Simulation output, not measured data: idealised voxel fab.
process module | voxel self aligned vias
cross-section cut | 220 nm wide | cells 5 nm
A cross-section is a grid of square cells, given in bands from the top down. A band is one or more rows of cells.
Each band's line starts with the height of the band's top and of its bottom, in nm. Then come its materials from left to right, each with its width in nm. One material with "throughout" fills the band from edge to edge. "air" is empty space.
Height 0 is the level under which the wafer as received is all one material. The lowest band goes on downwards, as in "0 down".
A width such as "30 to 40" changes by the same amount from each row of cells to the next, from the band's top row to its bottom row.
"no change" after a step means that no cell of the cross-section changed.
closed voids: empty space of 8 cells or more with no open way to the top, each as width x height at its distance from the left edge, in nm
after a step's settings: what the simulator itself notes on the step
overlay nm, on a step with a mask: how far to the right of its planned place the mask lay; to the left if negative
Each pair below shows a cross-section before one step and the cross-section after it, down to the lowest band that changed. The line under each pair gives the step between them, with its settings. The pairs can come from different runs of this module on the same starting wafer, so a pair continues from the pair above only where its "before" says so.
before
  0 down: Si throughout
  closed voids: none
after
  10 to 0: SiO2 throughout
  below 0: unchanged
  closed voids: none
the step between: op CONFORMAL_DEP | material SiO2 | thk nm 10
before: the cross-section after the pair above
after
  15 to 10: SiCN throughout
  below 10: unchanged
  closed voids: none
the step between: op CONFORMAL_DEP | material SiCN | thk nm 5
before: the cross-section after the pair above
after
  45 to 15: lowk throughout
  below 15: unchanged
  closed voids: none
the step between: op DIRECTIONAL_DEP | material lowk | thk nm 30
before: the cross-section after the pair above
after
  55 to 45: aC throughout
  below 45: unchanged
  closed voids: none
the step between: op DIRECTIONAL_DEP | material aC | thk nm 10
before: the cross-section after the pair above
after
  85 to 55: resist 60 | air 30 | resist 40 | air 30 | resist 60
  below 55: unchanged
  closed voids: none
the step between: op PATTERN | tone open | mask id LINES | material resist | width nm 30 | pitch nm 70 | thk nm 30 | overlay nm 0
before: the cross-section after the pair above
after
  75 to 55: resist 60 | air 30 | resist 40 | air 30 | resist 60
  55 to 45: aC 60 | air 30 | aC 40 | air 30 | aC 60
  below 45: unchanged
  closed voids: none
the step between: op DIRECTIONAL_ETCH | etch materials aC | depth nm 10
before: the cross-section after the pair above
after
  55 to 45: aC 60 | air 30 | aC 40 | air 30 | aC 60
  below 45: unchanged
  closed voids: none
the step between: op STRIP | etch materials resist
before: the cross-section after the pair above
after
  55 to 45: aC 60 | air 30 | aC 40 | air 30 | aC 60
  45 to 15: lowk 60 | air 30 | lowk 40 | air 30 | lowk 60
  below 15: unchanged
  closed voids: none
the step between: op DIRECTIONAL_ETCH | etch materials lowk | depth nm 30
before: the cross-section after the pair above
after
  45 to 15: lowk 60 | air 30 | lowk 40 | air 30 | lowk 60
  below 15: unchanged
  closed voids: none
the step between: op STRIP | etch materials aC
before: the cross-section after the pair above
after
  50 to 45: TiN 65 | air 20 | TiN 50 | air 20 | TiN 65
  45 to 20: lowk 60 | TiN 5 | air 20 | TiN 5 | lowk 40 | TiN 5 | air 20 | TiN 5 | lowk 60
  20 to 15: lowk 60 | TiN 30 | lowk 40 | TiN 30 | lowk 60
  below 15: unchanged
  closed voids: none
the step between: op CONFORMAL_DEP | material TiN | thk nm 5
before: the cross-section after the pair above
after
  55 to 50: W throughout
  50 to 45: TiN 65 | W 20 | TiN 50 | W 20 | TiN 65
  45 to 20: lowk 60 | TiN 5 | W 20 | TiN 5 | lowk 40 | TiN 5 | W 20 | TiN 5 | lowk 60
  below 20: unchanged
  closed voids: none
the step between: op FILL_DEP | material W | thk nm 5
before: the cross-section after the pair above
after
  45 to 20: lowk 60 | TiN 5 | W 20 | TiN 5 | lowk 40 | TiN 5 | W 20 | TiN 5 | lowk 60
  below 20: unchanged
  closed voids: none
the step between: op CMP | height nm 45
before: the cross-section after the pair above
after
  45 to 35: lowk 60 | air 30 | lowk 40 | air 30 | lowk 60
  below 35: unchanged
  closed voids: none
the step between: op SELECTIVE_ETCH | etch materials W Ru TiN | depth nm 10
before: the cross-section after the pair above
after
  55 to 45: SiN throughout
  45 to 35: lowk 60 | SiN 30 | lowk 40 | SiN 30 | lowk 60
  below 35: unchanged
  closed voids: none
the step between: op FILL_DEP | material SiN | thk nm 10
before: the cross-section after the pair above
after
  45 to 35: lowk 60 | SiN 30 | lowk 40 | SiN 30 | lowk 60
  below 35: unchanged
  closed voids: none
the step between: op CMP | height nm 45
before: the cross-section after the pair above
after
  60 to 45: lowk throughout
  below 45: unchanged
  closed voids: none
the step between: op DIRECTIONAL_DEP | material lowk | thk nm 15
before: the cross-section after the pair above
after
  60 to 45: lowk 55 | air 40 | lowk 30 | air 40 | lowk 55
  below 45: unchanged
  closed voids: none
the step between: op MASKED_ETCH | tone open | mask id VIAS | width nm 40 | pitch nm 70 | etch materials lowk | depth nm 15 | overlay nm 0
before: the cross-section after the pair above
after
  60 to 45: lowk 55 | air 40 | lowk 30 | air 40 | lowk 55
  45 to 35: lowk 60 | air 30 | lowk 40 | air 30 | lowk 60
  below 35: unchanged
  closed voids: none
the step between: op MASKED_ETCH | tone open | mask id VIAS | width nm 40 | pitch nm 70 | etch materials SiN | depth nm 10 | overlay nm 0
before: the cross-section after the pair above
after
  65 to 60: TiN 60 | air 30 | TiN 40 | air 30 | TiN 60
  60 to 50: lowk 55 | TiN 5 | air 30 | TiN 5 | lowk 30 | TiN 5 | air 30 | TiN 5 | lowk 55
  50 to 40: lowk 55 to 60 | TiN 10 to 5 | air 20 | TiN 10 to 5 | lowk 30 to 40 | TiN 10 to 5 | air 20 | TiN 10 to 5 | lowk 55 to 60
  40 to 35: lowk 60 | TiN 30 | lowk 40 | TiN 30 | lowk 60
  below 35: unchanged
  closed voids: none
the step between: op CONFORMAL_DEP | material TiN | thk nm 5
before: the cross-section after the pair above
after
  75 to 65: W throughout
  65 to 60: TiN 60 | W 30 | TiN 40 | W 30 | TiN 60
  60 to 50: lowk 55 | TiN 5 | W 30 | TiN 5 | lowk 30 | TiN 5 | W 30 | TiN 5 | lowk 55
  50 to 40: lowk 55 to 60 | TiN 10 to 5 | W 20 | TiN 10 to 5 | lowk 30 to 40 | TiN 10 to 5 | W 20 | TiN 10 to 5 | lowk 55 to 60
  below 40: unchanged
  closed voids: none
the step between: op FILL_DEP | material W | thk nm 10
before: the cross-section after the pair above
after
  60 to 50: lowk 55 | TiN 5 | W 30 | TiN 5 | lowk 30 | TiN 5 | W 30 | TiN 5 | lowk 55
  below 50: unchanged
  closed voids: none
the step between: op CMP | height nm 60
before: the cross-section after the pair above
after
  65 to 60: SiCN throughout
  below 60: unchanged
  closed voids: none
the step between: op CONFORMAL_DEP | material SiCN | thk nm 5
before
  0 down: Si throughout
  closed voids: none
after
  5 to 0: SiCN throughout
  below 0: unchanged
  closed voids: none
the step between: op CONFORMAL_DEP | material SiCN | thk nm 5
before: the cross-section after the pair above
after
  35 to 5: lowk throughout
  below 5: unchanged
  closed voids: none
the step between: op DIRECTIONAL_DEP | material lowk | thk nm 30
before: the cross-section after the pair above
after
  45 to 35: aC throughout
  below 35: unchanged
  closed voids: none
the step between: op DIRECTIONAL_DEP | material aC | thk nm 10
before: the cross-section after the pair above
after
  75 to 45: resist 60 | air 30 | resist 40 | air 30 | resist 60
  below 45: unchanged
  closed voids: none
the step between: op PATTERN | tone open | mask id LINES | material resist | width nm 30 | pitch nm 70 | thk nm 30 | overlay nm 0
before: the cross-section after the pair above
after
  65 to 45: resist 60 | air 30 | resist 40 | air 30 | resist 60
  45 to 35: aC 60 | air 30 | aC 40 | air 30 | aC 60
  below 35: unchanged
  closed voids: none
the step between: op DIRECTIONAL_ETCH | etch materials aC | depth nm 10
before: the cross-section after the pair above
after
  45 to 35: aC 60 | air 30 | aC 40 | air 30 | aC 60
  below 35: unchanged
  closed voids: none
the step between: op STRIP | etch materials resist
before: the cross-section after the pair above
after
  45 to 35: aC 60 | air 30 | aC 40 | air 30 | aC 60
  35 to 5: lowk 60 | air 30 | lowk 40 | air 30 | lowk 60
  below 5: unchanged
  closed voids: none
the step between: op DIRECTIONAL_ETCH | etch materials lowk | depth nm 30
before: the cross-section after the pair above
after
  35 to 5: lowk 60 | air 30 | lowk 40 | air 30 | lowk 60
  below 5: unchanged
  closed voids: none
the step between: op STRIP | etch materials aC
before: the cross-section after the pair above
after
  40 to 35: TiN 65 | air 20 | TiN 50 | air 20 | TiN 65
  35 to 10: lowk 60 | TiN 5 | air 20 | TiN 5 | lowk 40 | TiN 5 | air 20 | TiN 5 | lowk 60
  10 to 5: lowk 60 | TiN 30 | lowk 40 | TiN 30 | lowk 60
  below 5: unchanged
  closed voids: none
the step between: op CONFORMAL_DEP | material TiN | thk nm 5
before: the cross-section after the pair above
after
  45 to 40: W throughout
  40 to 35: TiN 65 | W 20 | TiN 50 | W 20 | TiN 65
  35 to 10: lowk 60 | TiN 5 | W 20 | TiN 5 | lowk 40 | TiN 5 | W 20 | TiN 5 | lowk 60
  below 10: unchanged
  closed voids: none
the step between: op FILL_DEP | material W | thk nm 5
before: the cross-section after the pair above
after
  35 to 10: lowk 60 | TiN 5 | W 20 | TiN 5 | lowk 40 | TiN 5 | W 20 | TiN 5 | lowk 60
  below 10: unchanged
  closed voids: none
the step between: op SELECTIVE_ETCH | etch materials W Ru TiN | depth nm 10
before: the cross-section after the pair above
after
  45 to 35: SiN throughout
  below 35: unchanged
  closed voids: none
the step between: op FILL_DEP | material SiN | thk nm 10
before: the cross-section after the pair above
after
  60 to 45: lowk throughout
  below 45: unchanged
  closed voids: none
the step between: op DIRECTIONAL_DEP | material lowk | thk nm 15
before: the cross-section after the pair above
after
  60 to 45: lowk 55 | air 40 | lowk 30 | air 40 | lowk 55
  below 45: unchanged
  closed voids: none
the step between: op MASKED_ETCH | tone open | mask id VIAS | width nm 40 | pitch nm 70 | etch materials lowk | depth nm 15 | overlay nm 0
before: the cross-section after the pair above
after
  60 to 45: lowk 55 | air 40 | lowk 30 | air 40 | lowk 55
  45 to 35: SiN 55 | air 40 | SiN 30 | air 40 | SiN 55
  below 35: unchanged
  closed voids: none
the step between: op MASKED_ETCH | tone open | mask id VIAS | width nm 40 | pitch nm 70 | etch materials SiN | depth nm 10 | overlay nm 0
before: the cross-section after the pair above
after
  65 to 60: TiN 60 | air 30 | TiN 40 | air 30 | TiN 60
  60 to 45: lowk 55 | TiN 5 | air 30 | TiN 5 | lowk 30 | TiN 5 | air 30 | TiN 5 | lowk 55
  45 to 40: SiN 55 | TiN 5 | air 30 | TiN 5 | SiN 30 | TiN 5 | air 30 | TiN 5 | SiN 55
  40 to 35: SiN 55 | TiN 40 | SiN 30 | TiN 40 | SiN 55
  below 35: unchanged
  closed voids: none
the step between: op CONFORMAL_DEP | material TiN | thk nm 5
before: the cross-section after the pair above
after
  75 to 65: W throughout
  65 to 60: TiN 60 | W 30 | TiN 40 | W 30 | TiN 60
  60 to 45: lowk 55 | TiN 5 | W 30 | TiN 5 | lowk 30 | TiN 5 | W 30 | TiN 5 | lowk 55
  45 to 40: SiN 55 | TiN 5 | W 30 | TiN 5 | SiN 30 | TiN 5 | W 30 | TiN 5 | SiN 55
  below 40: unchanged
  closed voids: none
the step between: op FILL_DEP | material W | thk nm 10
before: the cross-section after the pair above
after
  60 to 45: lowk 55 | TiN 5 | W 30 | TiN 5 | lowk 30 | TiN 5 | W 30 | TiN 5 | lowk 55
  below 45: unchanged
  closed voids: none
the step between: op CMP | height nm 60
before: the cross-section after the pair above
after
  65 to 60: SiCN throughout
  below 60: unchanged
  closed voids: none
the step between: op CONFORMAL_DEP | material SiCN | thk nm 5
before
  60 to 45: lowk 55 | air 40 | lowk 30 | air 40 | lowk 55
  45 to 35: lowk 60 | SiN 30 | lowk 40 | SiN 30 | lowk 60
  35 to 20: lowk 60 | TiN 5 | W 20 | TiN 5 | lowk 40 | TiN 5 | W 20 | TiN 5 | lowk 60
  20 to 15: lowk 60 | TiN 30 | lowk 40 | TiN 30 | lowk 60
  15 to 10: SiCN throughout
  10 to 0: SiO2 throughout
  0 down: Si throughout
  closed voids: none
after
  60 to 45: lowk 55 | air 40 | lowk 30 | air 40 | lowk 55
  45 to 35: lowk 55 | air 5 | SiN 30 | air 5 | lowk 30 | air 5 | SiN 30 | air 5 | lowk 55
  35 to 30: lowk 55 | air 5 | TiN 5 | W 20 | TiN 5 | air 5 | lowk 30 | air 5 | TiN 5 | W 20 | TiN 5 | air 5 | lowk 55
  below 30: unchanged
  closed voids: none
the step between: op MASKED_ETCH | tone open | mask id VIAS | width nm 40 | pitch nm 70 | etch materials lowk | depth nm 15 | overlay nm 0
before: the cross-section after the pair above
after
  60 to 35: lowk 55 | air 40 | lowk 30 | air 40 | lowk 55
  below 35: unchanged
  closed voids: none
the step between: op MASKED_ETCH | tone open | mask id VIAS | width nm 40 | pitch nm 70 | etch materials SiN | depth nm 10 | overlay nm 0
before: the cross-section after the pair above
after
  65 to 60: TiN 60 | air 30 | TiN 40 | air 30 | TiN 60
  60 to 40: lowk 55 | TiN 5 | air 30 | TiN 5 | lowk 30 | TiN 5 | air 30 | TiN 5 | lowk 55
  40 to 35: lowk 55 | TiN 40 | lowk 30 | TiN 40 | lowk 55
  35 to 30: lowk 55 | TiN 10 | W 20 | TiN 10 | lowk 30 | TiN 10 | W 20 | TiN 10 | lowk 55
  below 30: unchanged
  closed voids: none
the step between: op CONFORMAL_DEP | material TiN | thk nm 5
before: the cross-section after the pair above
after
  75 to 65: W throughout
  65 to 60: TiN 60 | W 30 | TiN 40 | W 30 | TiN 60
  60 to 40: lowk 55 | TiN 5 | W 30 | TiN 5 | lowk 30 | TiN 5 | W 30 | TiN 5 | lowk 55
  below 40: unchanged
  closed voids: none
the step between: op FILL_DEP | material W | thk nm 10
before: the cross-section after the pair above
after
  60 to 40: lowk 55 | TiN 5 | W 30 | TiN 5 | lowk 30 | TiN 5 | W 30 | TiN 5 | lowk 55
  below 40: unchanged
  closed voids: none
the step between: op CMP | height nm 60
before: the cross-section after the pair above
after
  65 to 60: SiCN throughout
  below 60: unchanged
  closed voids: none
the step between: op CONFORMAL_DEP | material SiCN | thk nm 5
before
  5 to 0: SiCN throughout
  0 down: Si throughout
  closed voids: none
after
  15 to 5: SiO2 throughout
  below 5: unchanged
  closed voids: none
the step between: op CONFORMAL_DEP | material SiO2 | thk nm 10
before: the cross-section after the pair above
after
  45 to 15: lowk throughout
  below 15: unchanged
  closed voids: none
the step between: op DIRECTIONAL_DEP | material lowk | thk nm 30
before: the cross-section after the pair above
after
  55 to 45: aC throughout
  below 45: unchanged
  closed voids: none
the step between: op DIRECTIONAL_DEP | material aC | thk nm 10
before: the cross-section after the pair above
after
  85 to 55: resist 60 | air 30 | resist 40 | air 30 | resist 60
  below 55: unchanged
  closed voids: none
the step between: op PATTERN | tone open | mask id LINES | material resist | width nm 30 | pitch nm 70 | thk nm 30 | overlay nm 0
before: the cross-section after the pair above
after
  75 to 55: resist 60 | air 30 | resist 40 | air 30 | resist 60
  55 to 45: aC 60 | air 30 | aC 40 | air 30 | aC 60
  below 45: unchanged
  closed voids: none
the step between: op DIRECTIONAL_ETCH | etch materials aC | depth nm 10
before: the cross-section after the pair above
after
  55 to 45: aC 60 | air 30 | aC 40 | air 30 | aC 60
  below 45: unchanged
  closed voids: none
the step between: op STRIP | etch materials resist
before: the cross-section after the pair above
after
  55 to 45: aC 60 | air 30 | aC 40 | air 30 | aC 60
  45 to 15: lowk 60 | air 30 | lowk 40 | air 30 | lowk 60
  below 15: unchanged
  closed voids: none
the step between: op DIRECTIONAL_ETCH | etch materials lowk | depth nm 30
before: the cross-section after the pair above
after
  45 to 15: lowk 60 | air 30 | lowk 40 | air 30 | lowk 60
  below 15: unchanged
  closed voids: none
the step between: op STRIP | etch materials aC
before: the cross-section after the pair above
after
  50 to 45: TiN 65 | air 20 | TiN 50 | air 20 | TiN 65
  45 to 20: lowk 60 | TiN 5 | air 20 | TiN 5 | lowk 40 | TiN 5 | air 20 | TiN 5 | lowk 60
  20 to 15: lowk 60 | TiN 30 | lowk 40 | TiN 30 | lowk 60
  below 15: unchanged
  closed voids: none
the step between: op CONFORMAL_DEP | material TiN | thk nm 5
before: the cross-section after the pair above
after
  55 to 50: W throughout
  50 to 45: TiN 65 | W 20 | TiN 50 | W 20 | TiN 65
  45 to 20: lowk 60 | TiN 5 | W 20 | TiN 5 | lowk 40 | TiN 5 | W 20 | TiN 5 | lowk 60
  below 20: unchanged
  closed voids: none
the step between: op FILL_DEP | material W | thk nm 5
before: the cross-section after the pair above
after
  45 to 20: lowk 60 | TiN 5 | W 20 | TiN 5 | lowk 40 | TiN 5 | W 20 | TiN 5 | lowk 60
  below 20: unchanged
  closed voids: none
the step between: op CMP | height nm 45
before: the cross-section after the pair above
after
  45 to 35: lowk 60 | air 30 | lowk 40 | air 30 | lowk 60
  below 35: unchanged
  closed voids: none
the step between: op SELECTIVE_ETCH | etch materials W Ru TiN | depth nm 10
before: the cross-section after the pair above
after
  55 to 45: SiN throughout
  45 to 35: lowk 60 | SiN 30 | lowk 40 | SiN 30 | lowk 60
  below 35: unchanged
  closed voids: none
the step between: op FILL_DEP | material SiN | thk nm 10
before: the cross-section after the pair above
after
  45 to 35: lowk 60 | SiN 30 | lowk 40 | SiN 30 | lowk 60
  below 35: unchanged
  closed voids: none
the step between: op CMP | height nm 45
before: the cross-section after the pair above
after
  60 to 45: lowk throughout
  below 45: unchanged
  closed voids: none
the step between: op DIRECTIONAL_DEP | material lowk | thk nm 15
before: the cross-section after the pair above
after
  60 to 45: lowk 55 | air 40 | lowk 30 | air 40 | lowk 55
  below 45: unchanged
  closed voids: none
the step between: op MASKED_ETCH | tone open | mask id VIAS | width nm 40 | pitch nm 70 | etch materials lowk | depth nm 15 | overlay nm 0
before: the cross-section after the pair above
after
  60 to 45: lowk 55 | air 40 | lowk 30 | air 40 | lowk 55
  45 to 35: lowk 60 | air 30 | lowk 40 | air 30 | lowk 60
  below 35: unchanged
  closed voids: none
the step between: op MASKED_ETCH | tone open | mask id VIAS | width nm 40 | pitch nm 70 | etch materials SiN | depth nm 10 | overlay nm 0
before: the cross-section after the pair above
after
  65 to 60: TiN 60 | air 30 | TiN 40 | air 30 | TiN 60
  60 to 50: lowk 55 | TiN 5 | air 30 | TiN 5 | lowk 30 | TiN 5 | air 30 | TiN 5 | lowk 55
  50 to 40: lowk 55 to 60 | TiN 10 to 5 | air 20 | TiN 10 to 5 | lowk 30 to 40 | TiN 10 to 5 | air 20 | TiN 10 to 5 | lowk 55 to 60
  40 to 35: lowk 60 | TiN 30 | lowk 40 | TiN 30 | lowk 60
  below 35: unchanged
  closed voids: none
the step between: op CONFORMAL_DEP | material TiN | thk nm 5
before: the cross-section after the pair above
after
  75 to 65: W throughout
  65 to 60: TiN 60 | W 30 | TiN 40 | W 30 | TiN 60
  60 to 50: lowk 55 | TiN 5 | W 30 | TiN 5 | lowk 30 | TiN 5 | W 30 | TiN 5 | lowk 55
  50 to 40: lowk 55 to 60 | TiN 10 to 5 | W 20 | TiN 10 to 5 | lowk 30 to 40 | TiN 10 to 5 | W 20 | TiN 10 to 5 | lowk 55 to 60
  below 40: unchanged
  closed voids: none
the step between: op FILL_DEP | material W | thk nm 10
before: the cross-section after the pair above
after
  60 to 50: lowk 55 | TiN 5 | W 30 | TiN 5 | lowk 30 | TiN 5 | W 30 | TiN 5 | lowk 55
  below 50: unchanged
  closed voids: none
the step between: op CMP | height nm 60
before: the cross-section after the pair above
after
  65 to 60: SiCN throughout
  below 60: unchanged
  closed voids: none
the step between: op CONFORMAL_DEP | material SiCN | thk nm 5
before
  75 to 65: W throughout
  65 to 60: TiN 60 | W 30 | TiN 40 | W 30 | TiN 60
  60 to 50: lowk 55 | TiN 5 | W 30 | TiN 5 | lowk 30 | TiN 5 | W 30 | TiN 5 | lowk 55
  50 to 40: lowk 55 to 60 | TiN 10 to 5 | W 20 | TiN 10 to 5 | lowk 30 to 40 | TiN 10 to 5 | W 20 | TiN 10 to 5 | lowk 55 to 60
  40 to 35: lowk 60 | TiN 30 | lowk 40 | TiN 30 | lowk 60
  35 to 20: lowk 60 | TiN 5 | W 20 | TiN 5 | lowk 40 | TiN 5 | W 20 | TiN 5 | lowk 60
  20 to 15: lowk 60 | TiN 30 | lowk 40 | TiN 30 | lowk 60
  15 to 10: SiCN throughout
  10 to 0: SiO2 throughout
  0 down: Si throughout
  closed voids: none
after
  70 to 65: W throughout
  below 65: unchanged
  closed voids: none
the step between: op CMP | height nm 70
before: the cross-section after the pair above
after
  75 to 70: SiCN throughout
  below 70: unchanged
  closed voids: none
the step between: op CONFORMAL_DEP | material SiCN | thk nm 5
before
  60 to 45: lowk throughout
  45 to 35: lowk 60 | SiN 30 | lowk 40 | SiN 30 | lowk 60
  35 to 20: lowk 60 | TiN 5 | W 20 | TiN 5 | lowk 40 | TiN 5 | W 20 | TiN 5 | lowk 60
  20 to 15: lowk 60 | TiN 30 | lowk 40 | TiN 30 | lowk 60
  15 to 10: SiCN throughout
  10 to 0: SiO2 throughout
  0 down: Si throughout
  closed voids: none
after
  60 to 45: lowk 60 | air 35 | lowk 35 | air 35 | lowk 55
  below 45: unchanged
  closed voids: none
the step between: op MASKED_ETCH | tone open | mask id VIAS | width nm 35 | pitch nm 70 | etch materials lowk | depth nm 15 | overlay nm 0
before: the cross-section after the pair above
after
  60 to 45: lowk 60 | air 35 | lowk 35 | air 35 | lowk 55
  45 to 35: lowk 60 | air 30 | lowk 40 | air 30 | lowk 60
  below 35: unchanged
  closed voids: none
the step between: op MASKED_ETCH | tone open | mask id VIAS | width nm 40 | pitch nm 70 | etch materials SiN | depth nm 10 | overlay nm 0
before: the cross-section after the pair above
after
  65 to 60: TiN 65 | air 25 | TiN 45 | air 25 | TiN 60
  60 to 50: lowk 60 | TiN 5 | air 25 | TiN 5 | lowk 35 | TiN 5 | air 25 | TiN 5 | lowk 55
  50 to 40: lowk 60 | TiN 5 | air 20 | TiN 10 to 5 | lowk 35 to 40 | TiN 5 | air 20 | TiN 10 to 5 | lowk 55 to 60
  40 to 35: lowk 60 | TiN 30 | lowk 40 | TiN 30 | lowk 60
  below 35: unchanged
  closed voids: none
the step between: op CONFORMAL_DEP | material TiN | thk nm 5
before: the cross-section after the pair above
after
  75 to 65: W throughout
  65 to 60: TiN 65 | W 25 | TiN 45 | W 25 | TiN 60
  60 to 50: lowk 60 | TiN 5 | W 25 | TiN 5 | lowk 35 | TiN 5 | W 25 | TiN 5 | lowk 55
  50 to 40: lowk 60 | TiN 5 | W 20 | TiN 10 to 5 | lowk 35 to 40 | TiN 5 | W 20 | TiN 10 to 5 | lowk 55 to 60
  below 40: unchanged
  closed voids: none
the step between: op FILL_DEP | material W | thk nm 10
before: the cross-section after the pair above
after
  60 to 50: lowk 60 | TiN 5 | W 25 | TiN 5 | lowk 35 | TiN 5 | W 25 | TiN 5 | lowk 55
  below 50: unchanged
  closed voids: none
the step between: op CMP | height nm 60
before: the cross-section after the pair above
after
  65 to 60: SiCN throughout
  below 60: unchanged
  closed voids: none
the step between: op CONFORMAL_DEP | material SiCN | thk nm 5
before
  55 to 45: aC throughout
  45 to 15: lowk throughout
  15 to 10: SiCN throughout
  10 to 0: SiO2 throughout
  0 down: Si throughout
  closed voids: none
after
  85 to 55: resist 50 | air 30 | resist 40 | air 30 | resist 70
  below 55: unchanged
  closed voids: none
the step between: op PATTERN | tone open | mask id LINES | material resist | width nm 30 | pitch nm 70 | thk nm 30 | overlay nm -10
before: the cross-section after the pair above
after
  75 to 55: resist 50 | air 30 | resist 40 | air 30 | resist 70
  55 to 45: aC 50 | air 30 | aC 40 | air 30 | aC 70
  below 45: unchanged
  closed voids: none
the step between: op DIRECTIONAL_ETCH | etch materials aC | depth nm 10
before: the cross-section after the pair above
after
  55 to 45: aC 50 | air 30 | aC 40 | air 30 | aC 70
  below 45: unchanged
  closed voids: none
the step between: op STRIP | etch materials resist
before: the cross-section after the pair above
after
  55 to 45: aC 50 | air 30 | aC 40 | air 30 | aC 70
  45 to 15: lowk 50 | air 30 | lowk 40 | air 30 | lowk 70
  below 15: unchanged
  closed voids: none
the step between: op DIRECTIONAL_ETCH | etch materials lowk | depth nm 30
before: the cross-section after the pair above
after
  45 to 15: lowk 50 | air 30 | lowk 40 | air 30 | lowk 70
  below 15: unchanged
  closed voids: none
the step between: op STRIP | etch materials aC
before: the cross-section after the pair above
after
  50 to 45: TiN 55 | air 20 | TiN 50 | air 20 | TiN 75
  45 to 20: lowk 50 | TiN 5 | air 20 | TiN 5 | lowk 40 | TiN 5 | air 20 | TiN 5 | lowk 70
  20 to 15: lowk 50 | TiN 30 | lowk 40 | TiN 30 | lowk 70
  below 15: unchanged
  closed voids: none
the step between: op CONFORMAL_DEP | material TiN | thk nm 5
before: the cross-section after the pair above
after
  55 to 50: W throughout
  50 to 45: TiN 55 | W 20 | TiN 50 | W 20 | TiN 75
  45 to 20: lowk 50 | TiN 5 | W 20 | TiN 5 | lowk 40 | TiN 5 | W 20 | TiN 5 | lowk 70
  below 20: unchanged
  closed voids: none
the step between: op FILL_DEP | material W | thk nm 5
before: the cross-section after the pair above
after
  45 to 20: lowk 50 | TiN 5 | W 20 | TiN 5 | lowk 40 | TiN 5 | W 20 | TiN 5 | lowk 70
  below 20: unchanged
  closed voids: none
the step between: op CMP | height nm 45
before: the cross-section after the pair above
after
  45 to 35: lowk 50 | air 30 | lowk 40 | air 30 | lowk 70
  below 35: unchanged
  closed voids: none
the step between: op SELECTIVE_ETCH | etch materials W Ru TiN | depth nm 10
before: the cross-section after the pair above
after
  55 to 45: SiN throughout
  45 to 35: lowk 50 | SiN 30 | lowk 40 | SiN 30 | lowk 70
  below 35: unchanged
  closed voids: none
the step between: op FILL_DEP | material SiN | thk nm 10
before: the cross-section after the pair above
after
  45 to 35: lowk 50 | SiN 30 | lowk 40 | SiN 30 | lowk 70
  below 35: unchanged
  closed voids: none
the step between: op CMP | height nm 45
before: the cross-section after the pair above
after
  60 to 45: lowk throughout
  below 45: unchanged
  closed voids: none
the step between: op DIRECTIONAL_DEP | material lowk | thk nm 15
before: the cross-section after the pair above
after
  60 to 45: lowk 55 | air 40 | lowk 30 | air 40 | lowk 55
  below 45: unchanged
  closed voids: none
the step between: op MASKED_ETCH | tone open | mask id VIAS | width nm 40 | pitch nm 70 | etch materials lowk | depth nm 15 | overlay nm 0
before: the cross-section after the pair above
after
  60 to 45: lowk 55 | air 40 | lowk 30 | air 40 | lowk 55
  45 to 35: lowk 50 | SiN 5 | air 25 | lowk 40 | SiN 5 | air 25 | lowk 70
  below 35: unchanged
  closed voids: none
the step between: op MASKED_ETCH | tone open | mask id VIAS | width nm 40 | pitch nm 70 | etch materials SiN | depth nm 10 | overlay nm 0
before: the cross-section after the pair above
after
  65 to 60: TiN 60 | air 30 | TiN 40 | air 30 | TiN 60
  60 to 50: lowk 55 | TiN 5 | air 30 | TiN 5 | lowk 30 | TiN 5 | air 30 | TiN 5 | lowk 55
  50 to 45: lowk 55 | TiN 5 | air 15 | TiN 20 | lowk 30 | TiN 5 | air 15 | TiN 20 | lowk 55
  45 to 40: lowk 50 | SiN 5 | TiN 5 | air 15 | TiN 5 | lowk 40 | SiN 5 | TiN 5 | air 15 | TiN 5 | lowk 70
  40 to 35: lowk 50 | SiN 5 | TiN 25 | lowk 40 | SiN 5 | TiN 25 | lowk 70
  below 35: unchanged
  closed voids: none
the step between: op CONFORMAL_DEP | material TiN | thk nm 5
before: the cross-section after the pair above
after
  75 to 65: W throughout
  65 to 60: TiN 60 | W 30 | TiN 40 | W 30 | TiN 60
  60 to 50: lowk 55 | TiN 5 | W 30 | TiN 5 | lowk 30 | TiN 5 | W 30 | TiN 5 | lowk 55
  50 to 45: lowk 55 | TiN 5 | W 15 | TiN 20 | lowk 30 | TiN 5 | W 15 | TiN 20 | lowk 55
  45 to 40: lowk 50 | SiN 5 | TiN 5 | W 15 | TiN 5 | lowk 40 | SiN 5 | TiN 5 | W 15 | TiN 5 | lowk 70
  below 40: unchanged
  closed voids: none
the step between: op FILL_DEP | material W | thk nm 10
before: the cross-section after the pair above
after
  60 to 50: lowk 55 | TiN 5 | W 30 | TiN 5 | lowk 30 | TiN 5 | W 30 | TiN 5 | lowk 55
  below 50: unchanged
  closed voids: none
the step between: op CMP | height nm 60
before: the cross-section after the pair above
after
  65 to 60: SiCN throughout
  below 60: unchanged
  closed voids: none
the step between: op CONFORMAL_DEP | material SiCN | thk nm 5
before
  65 to 60: TiN 60 | air 30 | TiN 40 | air 30 | TiN 60
  60 to 50: lowk 55 | TiN 5 | air 30 | TiN 5 | lowk 30 | TiN 5 | air 30 | TiN 5 | lowk 55
  50 to 40: lowk 55 to 60 | TiN 10 to 5 | air 20 | TiN 10 to 5 | lowk 30 to 40 | TiN 10 to 5 | air 20 | TiN 10 to 5 | lowk 55 to 60
  40 to 35: lowk 60 | TiN 30 | lowk 40 | TiN 30 | lowk 60
  35 to 20: lowk 60 | TiN 5 | W 20 | TiN 5 | lowk 40 | TiN 5 | W 20 | TiN 5 | lowk 60
  20 to 15: lowk 60 | TiN 30 | lowk 40 | TiN 30 | lowk 60
  15 to 10: SiCN throughout
  10 to 0: SiO2 throughout
  0 down: Si throughout
  closed voids: none
after
  75 to 65: aC throughout
  65 to 60: TiN 60 | aC 30 | TiN 40 | aC 30 | TiN 60
  60 to 50: lowk 55 | TiN 5 | aC 30 | TiN 5 | lowk 30 | TiN 5 | aC 30 | TiN 5 | lowk 55
  50 to 40: lowk 55 to 60 | TiN 10 to 5 | aC 20 | TiN 10 to 5 | lowk 30 to 40 | TiN 10 to 5 | aC 20 | TiN 10 to 5 | lowk 55 to 60
  below 40: unchanged
  closed voids: none
the step between: op FILL_DEP | material aC | thk nm 10
before: the cross-section after the pair above
after
  60 to 50: lowk 55 | TiN 5 | aC 30 | TiN 5 | lowk 30 | TiN 5 | aC 30 | TiN 5 | lowk 55
  below 50: unchanged
  closed voids: none
the step between: op CMP | height nm 60
before: the cross-section after the pair above
after
  65 to 60: SiCN throughout
  below 60: unchanged
  closed voids: none
the step between: op CONFORMAL_DEP | material SiCN | thk nm 5
